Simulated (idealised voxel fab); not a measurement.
process module | voxel transistor to metal
cross-section cut | 145 nm wide | cells 5 nm
A cross-section is a grid of square cells, given in bands from the top down. A band is one or more rows of cells.
Each band's line starts with the height of the band's top and of its bottom, in nm. Then come its materials from left to right, each with its width in nm. One material with "throughout" fills the band from edge to edge. "air" is empty space.
Height 0 is the level under which the wafer as received is all one material. The lowest band goes on downwards, as in "0 down".
A width such as "30 to 40" changes by the same amount from each row of cells to the next, from the band's top row to its bottom row.
"no change" after a step means that no cell of the cross-section changed.
closed voids: empty space of 8 cells or more with no open way to the top, each as width x height at its distance from the left edge, in nm
after a step's settings: what the simulator itself notes on the step
overlay nm, on a step with a mask: how far to the right of its planned place the mask lay; to the left if negative
Each pair below shows a cross-section before one step and the cross-section after it, down to the lowest band that changed. The line under each pair gives the step between them, with its settings. The pairs can come from different runs of this module on the same starting wafer, so a pair continues from the pair above only where its "before" says so.
before
  45 to 40: TiN 30 | air 20 | TiN 40 | air 20 | TiN 35
  40 to 30: SiO2 25 | TiN 5 | air 20 to 15 | TiN 5 to 10 | SiO2 30 | TiN 5 to 10 | air 20 to 15 | TiN 5 | SiO2 30
  30 to 25: SiO2 25 | TiN 5 | air 15 | TiN 5 | SiN 5 | SiO2 5 | SiCN 20 | SiO2 5 | SiN 5 | TiN 5 | air 15 | TiN 5 | SiO2 30
  25 to 20: SiCN 15 | SiO2 5 | SiN 5 | TiN 25 | SiN 5 | SiO2 5 | SiCN 20 | SiO2 5 | SiN 5 | TiN 25 | SiN 5 | SiO2 5 | SiCN 20
  20 to 15: polySi 15 | SiCN 110 | polySi 20
  15 to 0: polySi throughout
  0 to -5: SiO2 15 | polySi 110 | SiO2 20
  -5 to -10: SiO2 throughout
  -10 to -30: SiO2 20 | Si 100 | SiO2 25
  -30 down: Si throughout
  closed voids: none
after
  55 to 45: W throughout
  45 to 40: TiN 30 | W 20 | TiN 40 | W 20 | TiN 35
  40 to 30: SiO2 25 | TiN 5 | W 20 to 15 | TiN 5 to 10 | SiO2 30 | TiN 5 to 10 | W 20 to 15 | TiN 5 | SiO2 30
  30 to 25: SiO2 25 | TiN 5 | W 15 | TiN 5 | SiN 5 | SiO2 5 | SiCN 20 | SiO2 5 | SiN 5 | TiN 5 | W 15 | TiN 5 | SiO2 30
  below 25: unchanged
  closed voids: none
the step between: op FILL_DEP | material W | thk nm 10
before: the cross-section after the pair above
after
  40 to 30: SiO2 25 | TiN 5 | W 20 to 15 | TiN 5 to 10 | SiO2 30 | TiN 5 to 10 | W 20 to 15 | TiN 5 | SiO2 30
  below 30: unchanged
  closed voids: none
the step between: op CMP | height nm 40
before: the cross-section after the pair above
after
  45 to 40: SiCN throughout
  below 40: unchanged
  closed voids: none
the step between: op CONFORMAL_DEP | material SiCN | thk nm 5
before: the cross-section after the pair above
after
  60 to 45: lowk throughout
  below 45: unchanged
  closed voids: none
the step between: op DIRECTIONAL_DEP | material lowk | thk nm 15
before: the cross-section after the pair above
after
  75 to 60: resist 25 | air 20 | resist 50 | air 20 | resist 30
  below 60: unchanged
  closed voids: none
the step between: op PATTERN | tone open | mask id METAL_1 | material resist | width nm 20 | pitch nm 70 | thk nm 15 | overlay nm 0
before: the cross-section after the pair above
after
  75 to 60: resist 25 | air 20 | resist 50 | air 20 | resist 30
  60 to 45: lowk 25 | air 20 | lowk 50 | air 20 | lowk 30
  below 45: unchanged
  closed voids: none
the step between: op DIRECTIONAL_ETCH | etch materials lowk | depth nm 15
before: the cross-section after the pair above
after
  75 to 60: resist 25 | air 20 | resist 50 | air 20 | resist 30
  60 to 45: lowk 25 | air 20 | lowk 50 | air 20 | lowk 30
  45 to 40: SiCN 25 | air 20 | SiCN 50 | air 20 | SiCN 30
  below 40: unchanged
  closed voids: none
the step between: op DIRECTIONAL_ETCH | etch materials SiCN | depth nm 5
before: the cross-section after the pair above
after
  60 to 45: lowk 25 | air 20 | lowk 50 | air 20 | lowk 30
  below 45: unchanged
  closed voids: none
the step between: op STRIP | etch materials resist
before: the cross-section after the pair above
after
  65 to 60: TiN 30 | air 10 | TiN 60 | air 10 | TiN 35
  60 to 45: lowk 25 | TiN 5 | air 10 | TiN 5 | lowk 50 | TiN 5 | air 10 | TiN 5 | lowk 30
  45 to 40: SiCN 25 | TiN 20 | SiCN 50 | TiN 20 | SiCN 30
  below 40: unchanged
  closed voids: none
the step between: op CONFORMAL_DEP | material TiN | thk nm 5
before: the cross-section after the pair above
after
  75 to 65: Cu throughout
  65 to 60: TiN 30 | Cu 10 | TiN 60 | Cu 10 | TiN 35
  60 to 45: lowk 25 | TiN 5 | Cu 10 | TiN 5 | lowk 50 | TiN 5 | Cu 10 | TiN 5 | lowk 30
  below 45: unchanged
  closed voids: none
the step between: op FILL_DEP | material Cu | thk nm 10
before: the cross-section after the pair above
after
  60 to 45: lowk 25 | TiN 5 | Cu 10 | TiN 5 | lowk 50 | TiN 5 | Cu 10 | TiN 5 | lowk 30
  below 45: unchanged
  closed voids: none
the step between: op CMP | height nm 60
before: the cross-section after the pair above
after
  65 to 60: SiCN throughout
  below 60: unchanged
  closed voids: none
the step between: op CONFORMAL_DEP | material SiCN | thk nm 5
before: the cross-section after the pair above
after
  100 to 65: SiO2 throughout
  below 65: unchanged
  closed voids: none
the step between: op DIRECTIONAL_DEP | material SiO2 | thk nm 35
before: the cross-section after the pair above
after
  110 to 100: aC throughout
  below 100: unchanged
  closed voids: none
the step between: op DIRECTIONAL_DEP | material aC | thk nm 10
before: the cross-section after the pair above
after
  135 to 110: resist 25 | air 15 | resist 55 | air 15 | resist 35
  below 110: unchanged
  closed voids: none
the step between: op PATTERN | tone open | mask id METAL_2_HOLES | material resist | width nm 15 | pitch nm 70 | thk nm 25 | overlay nm 0
before: the cross-section after the pair above
after
  125 to 110: resist 25 | air 15 | resist 55 | air 15 | resist 35
  110 to 100: aC 25 | air 15 | aC 55 | air 15 | aC 35
  below 100: unchanged
  closed voids: none
the step between: op DIRECTIONAL_ETCH | etch materials aC | depth nm 10
before: the cross-section after the pair above
after
  110 to 100: aC 25 | air 15 | aC 55 | air 15 | aC 35
  below 100: unchanged
  closed voids: none
the step between: op STRIP | etch materials resist
before: the cross-section after the pair above
after
  110 to 100: aC 25 | air 15 | aC 55 | air 15 | aC 35
  100 to 65: SiO2 25 | air 15 | SiO2 55 | air 15 | SiO2 35
  below 65: unchanged
  closed voids: none
the step between: op DIRECTIONAL_ETCH | etch materials SiO2 | depth nm 35
before: the cross-section after the pair above
after
  100 to 65: SiO2 25 | air 15 | SiO2 55 | air 15 | SiO2 35
  below 65: unchanged
  closed voids: none
the step between: op STRIP | etch materials aC
before: the cross-section after the pair above
after
  115 to 100: resist 25 | air 20 | resist 50 | air 20 | resist 30
  below 100: unchanged
  closed voids: none
the step between: op PATTERN | tone open | mask id METAL_2 | material resist | width nm 20 | pitch nm 70 | thk nm 15 | overlay nm 0
before: the cross-section after the pair above
after
  115 to 100: resist 25 | air 20 | resist 50 | air 20 | resist 30
  100 to 80: SiO2 25 | air 20 | SiO2 50 | air 20 | SiO2 30
  below 80: unchanged
  closed voids: none
the step between: op DIRECTIONAL_ETCH | etch materials SiO2 | depth nm 20
before: the cross-section after the pair above
after
  115 to 100: resist 25 | air 20 | resist 50 | air 20 | resist 30
  100 to 80: SiO2 25 | air 20 | SiO2 50 | air 20 | SiO2 30
  80 to 65: SiO2 25 | air 15 | SiO2 55 | air 15 | SiO2 35
  65 to 60: SiCN 25 | air 15 | SiCN 55 | air 15 | SiCN 35
  below 60: unchanged
  closed voids: none
the step between: op DIRECTIONAL_ETCH | etch materials SiCN | depth nm 5
before: the cross-section after the pair above
after
  100 to 80: SiO2 25 | air 20 | SiO2 50 | air 20 | SiO2 30
  below 80: unchanged
  closed voids: none
the step between: op STRIP | etch materials resist
before: the cross-section after the pair above
after
  105 to 100: TiN 30 | air 10 | TiN 60 | air 10 | TiN 35
  100 to 85: SiO2 25 | TiN 5 | air 10 | TiN 5 | SiO2 50 | TiN 5 | air 10 | TiN 5 | SiO2 30
  85 to 80: SiO2 25 | TiN 5 | air 5 | TiN 10 | SiO2 50 | TiN 5 | air 5 | TiN 10 | SiO2 30
  80 to 65: SiO2 25 | TiN 5 | air 5 | TiN 5 | SiO2 55 | TiN 5 | air 5 | TiN 5 | SiO2 35
  65 to 60: SiCN 25 | TiN 15 | SiCN 55 | TiN 15 | SiCN 35
  below 60: unchanged
  closed voids: none
the step between: op CONFORMAL_DEP | material TiN | thk nm 5
before: the cross-section after the pair above
after
  115 to 105: Cu throughout
  105 to 100: TiN 30 | Cu 10 | TiN 60 | Cu 10 | TiN 35
  100 to 85: SiO2 25 | TiN 5 | Cu 10 | TiN 5 | SiO2 50 | TiN 5 | Cu 10 | TiN 5 | SiO2 30
  85 to 80: SiO2 25 | TiN 5 | Cu 5 | TiN 10 | SiO2 50 | TiN 5 | Cu 5 | TiN 10 | SiO2 30
  80 to 65: SiO2 25 | TiN 5 | Cu 5 | TiN 5 | SiO2 55 | TiN 5 | Cu 5 | TiN 5 | SiO2 35
  below 65: unchanged
  closed voids: none
the step between: op FILL_DEP | material Cu | thk nm 10
before: the cross-section after the pair above
after
  100 to 85: SiO2 25 | TiN 5 | Cu 10 | TiN 5 | SiO2 50 | TiN 5 | Cu 10 | TiN 5 | SiO2 30
  below 85: unchanged
  closed voids: none
the step between: op CMP | height nm 100
before: the cross-section after the pair above
after
  105 to 100: SiN throughout
  below 100: unchanged
  closed voids: none
the step between: op CONFORMAL_DEP | material SiN | thk nm 5
before
  40 to 30: SiO2 25 | TiN 5 | W 20 to 15 | TiN 5 to 10 | SiO2 30 | TiN 5 to 10 | W 20 to 15 | TiN 5 | SiO2 30
  30 to 15: SiO2 25 | TiN 5 | W 15 | TiN 5 | SiN 5 | SiO2 5 | SiCN 20 | SiO2 5 | SiN 5 | TiN 5 | W 15 | TiN 5 | SiO2 30
  15 to 5: SiO2 25 | TiN 5 | W 15 | TiN 5 | SiN 5 | SiO2 5 | polySi 20 | SiO2 5 | SiN 5 | TiN 5 | W 15 | TiN 5 | SiO2 30
  5 to 0: SiO2 25 | TiN 25 | SiN 5 | SiO2 5 | polySi 20 | SiO2 5 | SiN 5 | TiN 25 | SiO2 30
  0 to -5: SiO2 20 | SiN 5 | nSi 10 | TiN 5 | nSi 10 | SiN 5 | SiO2 5 | polySi 20 | SiO2 5 | SiN 5 | nSi 10 | TiN 5 | nSi 10 | SiN 5 | SiO2 25
  -5 to -10: SiO2 25 | nSi 10 | TiN 5 | nSi 10 | SiO2 40 | nSi 10 | TiN 5 | nSi 10 | SiO2 30
  -10 to -20: SiO2 20 | Si 5 | nSi 25 | Si 40 | nSi 25 | Si 5 | SiO2 25
  -20 to -30: SiO2 20 | Si 100 | SiO2 25
  -30 down: Si throughout
  closed voids: none
after
  55 to 40: lowk throughout
  below 40: unchanged
  closed voids: none
the step between: op DIRECTIONAL_DEP | material lowk | thk nm 15
before: the cross-section after the pair above
after
  60 to 55: SiCN throughout
  below 55: unchanged
  closed voids: none
the step between: op CONFORMAL_DEP | material SiCN | thk nm 5
before: the cross-section after the pair above
after
  75 to 60: resist 25 | air 20 | resist 50 | air 20 | resist 30
  below 60: unchanged
  closed voids: none
the step between: op PATTERN | tone open | mask id METAL_1 | material resist | width nm 20 | pitch nm 70 | thk nm 15 | overlay nm 0
before: the cross-section after the pair above
after
  75 to 60: resist 25 | air 20 | resist 50 | air 20 | resist 30
  60 to 55: SiCN 25 | air 20 | SiCN 50 | air 20 | SiCN 30
  below 55: unchanged
  closed voids: none
the step between: op DIRECTIONAL_ETCH | etch materials SiCN | depth nm 5
before: the cross-section after the pair above
after
  60 to 55: SiCN 25 | air 20 | SiCN 50 | air 20 | SiCN 30
  below 55: unchanged
  closed voids: none
the step between: op STRIP | etch materials resist
before: the cross-section after the pair above
after
  65 to 60: TiN 30 | air 10 | TiN 60 | air 10 | TiN 35
  60 to 55: SiCN 25 | TiN 20 | SiCN 50 | TiN 20 | SiCN 30
  below 55: unchanged
  closed voids: none
the step between: op CONFORMAL_DEP | material TiN | thk nm 5
before: the cross-section after the pair above
after
  75 to 65: Cu throughout
  65 to 60: TiN 30 | Cu 10 | TiN 60 | Cu 10 | TiN 35
  below 60: unchanged
  closed voids: none
the step between: op FILL_DEP | material Cu | thk nm 10
before: the cross-section after the pair above
after
  60 to 55: SiCN 25 | TiN 20 | SiCN 50 | TiN 20 | SiCN 30
  below 55: unchanged
  closed voids: none
the step between: op CMP | height nm 60
before: the cross-section after the pair above
after
  65 to 60: SiCN throughout
  below 60: unchanged
  closed voids: none
the step between: op CONFORMAL_DEP | material SiCN | thk nm 5
before: the cross-section after the pair above
after
  100 to 65: SiO2 throughout
  below 65: unchanged
  closed voids: none
the step between: op DIRECTIONAL_DEP | material SiO2 | thk nm 35
before: the cross-section after the pair above
after
  110 to 100: aC throughout
  below 100: unchanged
  closed voids: none
the step between: op DIRECTIONAL_DEP | material aC | thk nm 10
before: the cross-section after the pair above
after
  135 to 110: resist 25 | air 15 | resist 55 | air 15 | resist 35
  below 110: unchanged
  closed voids: none
the step between: op PATTERN | tone open | mask id METAL_2_HOLES | material resist | width nm 15 | pitch nm 70 | thk nm 25 | overlay nm 0
before: the cross-section after the pair above
after
  125 to 110: resist 25 | air 15 | resist 55 | air 15 | resist 35
  110 to 100: aC 25 | air 15 | aC 55 | air 15 | aC 35
  below 100: unchanged
  closed voids: none
the step between: op DIRECTIONAL_ETCH | etch materials aC | depth nm 10
before: the cross-section after the pair above
after
  110 to 100: aC 25 | air 15 | aC 55 | air 15 | aC 35
  below 100: unchanged
  closed voids: none
the step between: op STRIP | etch materials resist
before: the cross-section after the pair above
after
  110 to 100: aC 25 | air 15 | aC 55 | air 15 | aC 35
  100 to 65: SiO2 25 | air 15 | SiO2 55 | air 15 | SiO2 35
  below 65: unchanged
  closed voids: none
the step between: op DIRECTIONAL_ETCH | etch materials SiO2 | depth nm 35
before: the cross-section after the pair above
after
  100 to 65: SiO2 25 | air 15 | SiO2 55 | air 15 | SiO2 35
  below 65: unchanged
  closed voids: none
the step between: op STRIP | etch materials aC
before: the cross-section after the pair above
after
  115 to 100: resist 25 | air 20 | resist 50 | air 20 | resist 30
  below 100: unchanged
  closed voids: none
the step between: op PATTERN | tone open | mask id METAL_2 | material resist | width nm 20 | pitch nm 70 | thk nm 15 | overlay nm 0
before: the cross-section after the pair above
after
  115 to 100: resist 25 | air 20 | resist 50 | air 20 | resist 30
  100 to 80: SiO2 25 | air 20 | SiO2 50 | air 20 | SiO2 30
  below 80: unchanged
  closed voids: none
the step between: op DIRECTIONAL_ETCH | etch materials SiO2 | depth nm 20
before: the cross-section after the pair above
after
  115 to 100: resist 25 | air 20 | resist 50 | air 20 | resist 30
  100 to 80: SiO2 25 | air 20 | SiO2 50 | air 20 | SiO2 30
  80 to 65: SiO2 25 | air 15 | SiO2 55 | air 15 | SiO2 35
  65 to 60: SiCN 25 | air 15 | SiCN 55 | air 15 | SiCN 35
  below 60: unchanged
  closed voids: none
the step between: op DIRECTIONAL_ETCH | etch materials SiCN | depth nm 5
before: the cross-section after the pair above
after
  100 to 80: SiO2 25 | air 20 | SiO2 50 | air 20 | SiO2 30
  below 80: unchanged
  closed voids: none
the step between: op STRIP | etch materials resist
before: the cross-section after the pair above
after
  105 to 100: TiN 30 | air 10 | TiN 60 | air 10 | TiN 35
  100 to 85: SiO2 25 | TiN 5 | air 10 | TiN 5 | SiO2 50 | TiN 5 | air 10 | TiN 5 | SiO2 30
  85 to 80: SiO2 25 | TiN 5 | air 5 | TiN 10 | SiO2 50 | TiN 5 | air 5 | TiN 10 | SiO2 30
  80 to 65: SiO2 25 | TiN 5 | air 5 | TiN 5 | SiO2 55 | TiN 5 | air 5 | TiN 5 | SiO2 35
  65 to 55: SiCN 25 | TiN 15 to 20 | SiCN 55 to 50 | TiN 15 to 20 | SiCN 35 to 30
  below 55: unchanged
  closed voids: none
the step between: op CONFORMAL_DEP | material TiN | thk nm 5
before: the cross-section after the pair above
after
  115 to 105: Cu throughout
  105 to 100: TiN 30 | Cu 10 | TiN 60 | Cu 10 | TiN 35
  100 to 85: SiO2 25 | TiN 5 | Cu 10 | TiN 5 | SiO2 50 | TiN 5 | Cu 10 | TiN 5 | SiO2 30
  85 to 80: SiO2 25 | TiN 5 | Cu 5 | TiN 10 | SiO2 50 | TiN 5 | Cu 5 | TiN 10 | SiO2 30
  80 to 65: SiO2 25 | TiN 5 | Cu 5 | TiN 5 | SiO2 55 | TiN 5 | Cu 5 | TiN 5 | SiO2 35
  below 65: unchanged
  closed voids: none
the step between: op FILL_DEP | material Cu | thk nm 10
before: the cross-section after the pair above
after
  100 to 85: SiO2 25 | TiN 5 | Cu 10 | TiN 5 | SiO2 50 | TiN 5 | Cu 10 | TiN 5 | SiO2 30
  below 85: unchanged
  closed voids: none
the step between: op CMP | height nm 100
before: the cross-section after the pair above
after
  105 to 100: SiN throughout
  below 100: unchanged
  closed voids: none
the step between: op CONFORMAL_DEP | material SiN | thk nm 5
before
  55 to 45: W throughout
  45 to 40: TiN 30 | W 20 | TiN 40 | W 20 | TiN 35
  40 to 30: SiO2 25 | TiN 5 | W 20 to 15 | TiN 5 to 10 | SiO2 30 | TiN 5 to 10 | W 20 to 15 | TiN 5 | SiO2 30
  30 to 15: SiO2 25 | TiN 5 | W 15 | TiN 5 | SiN 5 | SiO2 5 | SiCN 20 | SiO2 5 | SiN 5 | TiN 5 | W 15 | TiN 5 | SiO2 30
  15 to 5: SiO2 25 | TiN 5 | W 15 | TiN 5 | SiN 5 | SiO2 5 | polySi 20 | SiO2 5 | SiN 5 | TiN 5 | W 15 | TiN 5 | SiO2 30
  5 to 0: SiO2 25 | TiN 25 | SiN 5 | SiO2 5 | polySi 20 | SiO2 5 | SiN 5 | TiN 25 | SiO2 30
  0 to -5: SiO2 20 | SiN 5 | nSi 10 | TiN 5 | nSi 10 | SiN 5 | SiO2 5 | polySi 20 | SiO2 5 | SiN 5 | nSi 10 | TiN 5 | nSi 10 | SiN 5 | SiO2 25
  -5 to -10: SiO2 25 | nSi 10 | TiN 5 | nSi 10 | SiO2 40 | nSi 10 | TiN 5 | nSi 10 | SiO2 30
  -10 to -20: SiO2 20 | Si 5 | nSi 25 | Si 40 | nSi 25 | Si 5 | SiO2 25
  -20 to -30: SiO2 20 | Si 100 | SiO2 25
  -30 down: Si throughout
  closed voids: none
after
  45 to 40: TiN 30 | W 20 | TiN 40 | W 20 | TiN 35
  below 40: unchanged
  closed voids: none
the step between: op CMP | height nm 45
before: the cross-section after the pair above
after
  50 to 45: SiCN throughout
  below 45: unchanged
  closed voids: none
the step between: op CONFORMAL_DEP | material SiCN | thk nm 5
before: the cross-section after the pair above
after
  65 to 50: lowk throughout
  below 50: unchanged
  closed voids: none
the step between: op DIRECTIONAL_DEP | material lowk | thk nm 15
before: the cross-section after the pair above
after
  80 to 65: resist 25 | air 20 | resist 50 | air 20 | resist 30
  below 65: unchanged
  closed voids: none
the step between: op PATTERN | tone open | mask id METAL_1 | material resist | width nm 20 | pitch nm 70 | thk nm 15 | overlay nm 0
before: the cross-section after the pair above
after
  80 to 65: resist 25 | air 20 | resist 50 | air 20 | resist 30
  65 to 50: lowk 25 | air 20 | lowk 50 | air 20 | lowk 30
  below 50: unchanged
  closed voids: none
the step between: op DIRECTIONAL_ETCH | etch materials lowk | depth nm 15
before: the cross-section after the pair above
after
  80 to 65: resist 25 | air 20 | resist 50 | air 20 | resist 30
  65 to 50: lowk 25 | air 20 | lowk 50 | air 20 | lowk 30
  50 to 45: SiCN 25 | air 20 | SiCN 50 | air 20 | SiCN 30
  below 45: unchanged
  closed voids: none
the step between: op DIRECTIONAL_ETCH | etch materials SiCN | depth nm 5
before: the cross-section after the pair above
after
  65 to 50: lowk 25 | air 20 | lowk 50 | air 20 | lowk 30
  below 50: unchanged
  closed voids: none
the step between: op STRIP | etch materials resist
before: the cross-section after the pair above
after
  70 to 65: TiN 30 | air 10 | TiN 60 | air 10 | TiN 35
  65 to 50: lowk 25 | TiN 5 | air 10 | TiN 5 | lowk 50 | TiN 5 | air 10 | TiN 5 | lowk 30
  50 to 45: SiCN 25 | TiN 20 | SiCN 50 | TiN 20 | SiCN 30
  below 45: unchanged
  closed voids: none
the step between: op CONFORMAL_DEP | material TiN | thk nm 5
before: the cross-section after the pair above
after
  80 to 70: Cu throughout
  70 to 65: TiN 30 | Cu 10 | TiN 60 | Cu 10 | TiN 35
  65 to 50: lowk 25 | TiN 5 | Cu 10 | TiN 5 | lowk 50 | TiN 5 | Cu 10 | TiN 5 | lowk 30
  below 50: unchanged
  closed voids: none
the step between: op FILL_DEP | material Cu | thk nm 10
before: the cross-section after the pair above
after
  60 to 50: lowk 25 | TiN 5 | Cu 10 | TiN 5 | lowk 50 | TiN 5 | Cu 10 | TiN 5 | lowk 30
  below 50: unchanged
  closed voids: none
the step between: op CMP | height nm 60
before: the cross-section after the pair above
after
  65 to 60: SiCN throughout
  below 60: unchanged
  closed voids: none
the step between: op CONFORMAL_DEP | material SiCN | thk nm 5
before: the cross-section after the pair above
after
  100 to 65: SiO2 throughout
  below 65: unchanged
  closed voids: none
the step between: op DIRECTIONAL_DEP | material SiO2 | thk nm 35
before: the cross-section after the pair above
after
  110 to 100: aC throughout
  below 100: unchanged
  closed voids: none
the step between: op DIRECTIONAL_DEP | material aC | thk nm 10
before: the cross-section after the pair above
after
  135 to 110: resist 25 | air 15 | resist 55 | air 15 | resist 35
  below 110: unchanged
  closed voids: none
the step between: op PATTERN | tone open | mask id METAL_2_HOLES | material resist | width nm 15 | pitch nm 70 | thk nm 25 | overlay nm 0
before: the cross-section after the pair above
after
  125 to 110: resist 25 | air 15 | resist 55 | air 15 | resist 35
  110 to 100: aC 25 | air 15 | aC 55 | air 15 | aC 35
  below 100: unchanged
  closed voids: none
the step between: op DIRECTIONAL_ETCH | etch materials aC | depth nm 10
before: the cross-section after the pair above
after
  110 to 100: aC 25 | air 15 | aC 55 | air 15 | aC 35
  below 100: unchanged
  closed voids: none
the step between: op STRIP | etch materials resist
before: the cross-section after the pair above
after
  110 to 100: aC 25 | air 15 | aC 55 | air 15 | aC 35
  100 to 65: SiO2 25 | air 15 | SiO2 55 | air 15 | SiO2 35
  below 65: unchanged
  closed voids: none
the step between: op DIRECTIONAL_ETCH | etch materials SiO2 | depth nm 35
before: the cross-section after the pair above
after
  100 to 65: SiO2 25 | air 15 | SiO2 55 | air 15 | SiO2 35
  below 65: unchanged
  closed voids: none
the step between: op STRIP | etch materials aC
before: the cross-section after the pair above
after
  115 to 100: resist 25 | air 20 | resist 50 | air 20 | resist 30
  below 100: unchanged
  closed voids: none
the step between: op PATTERN | tone open | mask id METAL_2 | material resist | width nm 20 | pitch nm 70 | thk nm 15 | overlay nm 0
before: the cross-section after the pair above
after
  115 to 100: resist 25 | air 20 | resist 50 | air 20 | resist 30
  100 to 80: SiO2 25 | air 20 | SiO2 50 | air 20 | SiO2 30
  below 80: unchanged
  closed voids: none
the step between: op DIRECTIONAL_ETCH | etch materials SiO2 | depth nm 20
before: the cross-section after the pair above
after
  115 to 100: resist 25 | air 20 | resist 50 | air 20 | resist 30
  100 to 80: SiO2 25 | air 20 | SiO2 50 | air 20 | SiO2 30
  80 to 65: SiO2 25 | air 15 | SiO2 55 | air 15 | SiO2 35
  65 to 60: SiCN 25 | air 15 | SiCN 55 | air 15 | SiCN 35
  below 60: unchanged
  closed voids: none
the step between: op DIRECTIONAL_ETCH | etch materials SiCN | depth nm 5
before: the cross-section after the pair above
after
  100 to 80: SiO2 25 | air 20 | SiO2 50 | air 20 | SiO2 30
  below 80: unchanged
  closed voids: none
the step between: op STRIP | etch materials resist
before: the cross-section after the pair above
after
  105 to 100: TiN 30 | air 10 | TiN 60 | air 10 | TiN 35
  100 to 85: SiO2 25 | TiN 5 | air 10 | TiN 5 | SiO2 50 | TiN 5 | air 10 | TiN 5 | SiO2 30
  85 to 80: SiO2 25 | TiN 5 | air 5 | TiN 10 | SiO2 50 | TiN 5 | air 5 | TiN 10 | SiO2 30
  80 to 65: SiO2 25 | TiN 5 | air 5 | TiN 5 | SiO2 55 | TiN 5 | air 5 | TiN 5 | SiO2 35
  65 to 60: SiCN 25 | TiN 15 | SiCN 55 | TiN 15 | SiCN 35
  below 60: unchanged
  closed voids: none
the step between: op CONFORMAL_DEP | material TiN | thk nm 5
before: the cross-section after the pair above
after
  115 to 105: Cu throughout
  105 to 100: TiN 30 | Cu 10 | TiN 60 | Cu 10 | TiN 35
  100 to 85: SiO2 25 | TiN 5 | Cu 10 | TiN 5 | SiO2 50 | TiN 5 | Cu 10 | TiN 5 | SiO2 30
  85 to 80: SiO2 25 | TiN 5 | Cu 5 | TiN 10 | SiO2 50 | TiN 5 | Cu 5 | TiN 10 | SiO2 30
  80 to 65: SiO2 25 | TiN 5 | Cu 5 | TiN 5 | SiO2 55 | TiN 5 | Cu 5 | TiN 5 | SiO2 35
  below 65: unchanged
  closed voids: none
the step between: op FILL_DEP | material Cu | thk nm 10
before: the cross-section after the pair above
after
  100 to 85: SiO2 25 | TiN 5 | Cu 10 | TiN 5 | SiO2 50 | TiN 5 | Cu 10 | TiN 5 | SiO2 30
  below 85: unchanged
  closed voids: none
the step between: op CMP | height nm 100
before: the cross-section after the pair above
after
  105 to 100: SiN throughout
  below 100: unchanged
  closed voids: none
the step between: op CONFORMAL_DEP | material SiN | thk nm 5
before
  60 to 45: lowk throughout
  45 to 40: SiCN throughout
  40 to 30: SiO2 25 | TiN 5 | W 20 to 15 | TiN 5 to 10 | SiO2 30 | TiN 5 to 10 | W 20 to 15 | TiN 5 | SiO2 30
  30 to 15: SiO2 25 | TiN 5 | W 15 | TiN 5 | SiN 5 | SiO2 5 | SiCN 20 | SiO2 5 | SiN 5 | TiN 5 | W 15 | TiN 5 | SiO2 30
  15 to 5: SiO2 25 | TiN 5 | W 15 | TiN 5 | SiN 5 | SiO2 5 | polySi 20 | SiO2 5 | SiN 5 | TiN 5 | W 15 | TiN 5 | SiO2 30
  5 to 0: SiO2 25 | TiN 25 | SiN 5 | SiO2 5 | polySi 20 | SiO2 5 | SiN 5 | TiN 25 | SiO2 30
  0 to -5: SiO2 20 | SiN 5 | nSi 10 | TiN 5 | nSi 10 | SiN 5 | SiO2 5 | polySi 20 | SiO2 5 | SiN 5 | nSi 10 | TiN 5 | nSi 10 | SiN 5 | SiO2 25
  -5 to -10: SiO2 25 | nSi 10 | TiN 5 | nSi 10 | SiO2 40 | nSi 10 | TiN 5 | nSi 10 | SiO2 30
  -10 to -20: SiO2 20 | Si 5 | nSi 25 | Si 40 | nSi 25 | Si 5 | SiO2 25
  -20 to -30: SiO2 20 | Si 100 | SiO2 25
  -30 down: Si throughout
  closed voids: none
after
  75 to 60: resist 25 | air 25 | resist 45 | air 25 | resist 25
  below 60: unchanged
  closed voids: none
the step between: op PATTERN | tone open | mask id METAL_1 | material resist | width nm 25 | pitch nm 70 | thk nm 15 | overlay nm 0
before: the cross-section after the pair above
after
  75 to 60: resist 25 | air 25 | resist 45 | air 25 | resist 25
  60 to 45: lowk 25 | air 25 | lowk 45 | air 25 | lowk 25
  below 45: unchanged
  closed voids: none
the step between: op DIRECTIONAL_ETCH | etch materials lowk | depth nm 15
before: the cross-section after the pair above
after
  75 to 60: resist 25 | air 25 | resist 45 | air 25 | resist 25
  60 to 45: lowk 25 | air 25 | lowk 45 | air 25 | lowk 25
  45 to 40: SiCN 25 | air 25 | SiCN 45 | air 25 | SiCN 25
  below 40: unchanged
  closed voids: none
the step between: op DIRECTIONAL_ETCH | etch materials SiCN | depth nm 5
before: the cross-section after the pair above
after
  60 to 45: lowk 25 | air 25 | lowk 45 | air 25 | lowk 25
  below 45: unchanged
  closed voids: none
the step between: op STRIP | etch materials resist
before: the cross-section after the pair above
after
  65 to 60: TiN 30 | air 15 | TiN 55 | air 15 | TiN 30
  60 to 45: lowk 25 | TiN 5 | air 15 | TiN 5 | lowk 45 | TiN 5 | air 15 | TiN 5 | lowk 25
  45 to 40: SiCN 25 | TiN 25 | SiCN 45 | TiN 25 | SiCN 25
  below 40: unchanged
  closed voids: none
the step between: op CONFORMAL_DEP | material TiN | thk nm 5
before: the cross-section after the pair above
after
  75 to 65: Cu throughout
  65 to 60: TiN 30 | Cu 15 | TiN 55 | Cu 15 | TiN 30
  60 to 45: lowk 25 | TiN 5 | Cu 15 | TiN 5 | lowk 45 | TiN 5 | Cu 15 | TiN 5 | lowk 25
  below 45: unchanged
  closed voids: none
the step between: op FILL_DEP | material Cu | thk nm 10
before: the cross-section after the pair above
after
  60 to 45: lowk 25 | TiN 5 | Cu 15 | TiN 5 | lowk 45 | TiN 5 | Cu 15 | TiN 5 | lowk 25
  below 45: unchanged
  closed voids: none
the step between: op CMP | height nm 60
before: the cross-section after the pair above
after
  65 to 60: SiCN throughout
  below 60: unchanged
  closed voids: none
the step between: op CONFORMAL_DEP | material SiCN | thk nm 5
before: the cross-section after the pair above
after
  100 to 65: SiO2 throughout
  below 65: unchanged
  closed voids: none
the step between: op DIRECTIONAL_DEP | material SiO2 | thk nm 35
before: the cross-section after the pair above
after
  110 to 100: aC throughout
  below 100: unchanged
  closed voids: none
the step between: op DIRECTIONAL_DEP | material aC | thk nm 10
before: the cross-section after the pair above
after
  135 to 110: resist 25 | air 15 | resist 55 | air 15 | resist 35
  below 110: unchanged
  closed voids: none
the step between: op PATTERN | tone open | mask id METAL_2_HOLES | material resist | width nm 15 | pitch nm 70 | thk nm 25 | overlay nm 0
before: the cross-section after the pair above
after
  125 to 110: resist 25 | air 15 | resist 55 | air 15 | resist 35
  110 to 100: aC 25 | air 15 | aC 55 | air 15 | aC 35
  below 100: unchanged
  closed voids: none
the step between: op DIRECTIONAL_ETCH | etch materials aC | depth nm 10
before: the cross-section after the pair above
after
  110 to 100: aC 25 | air 15 | aC 55 | air 15 | aC 35
  below 100: unchanged
  closed voids: none
the step between: op STRIP | etch materials resist
before: the cross-section after the pair above
after
  110 to 100: aC 25 | air 15 | aC 55 | air 15 | aC 35
  100 to 65: SiO2 25 | air 15 | SiO2 55 | air 15 | SiO2 35
  below 65: unchanged
  closed voids: none
the step between: op DIRECTIONAL_ETCH | etch materials SiO2 | depth nm 35
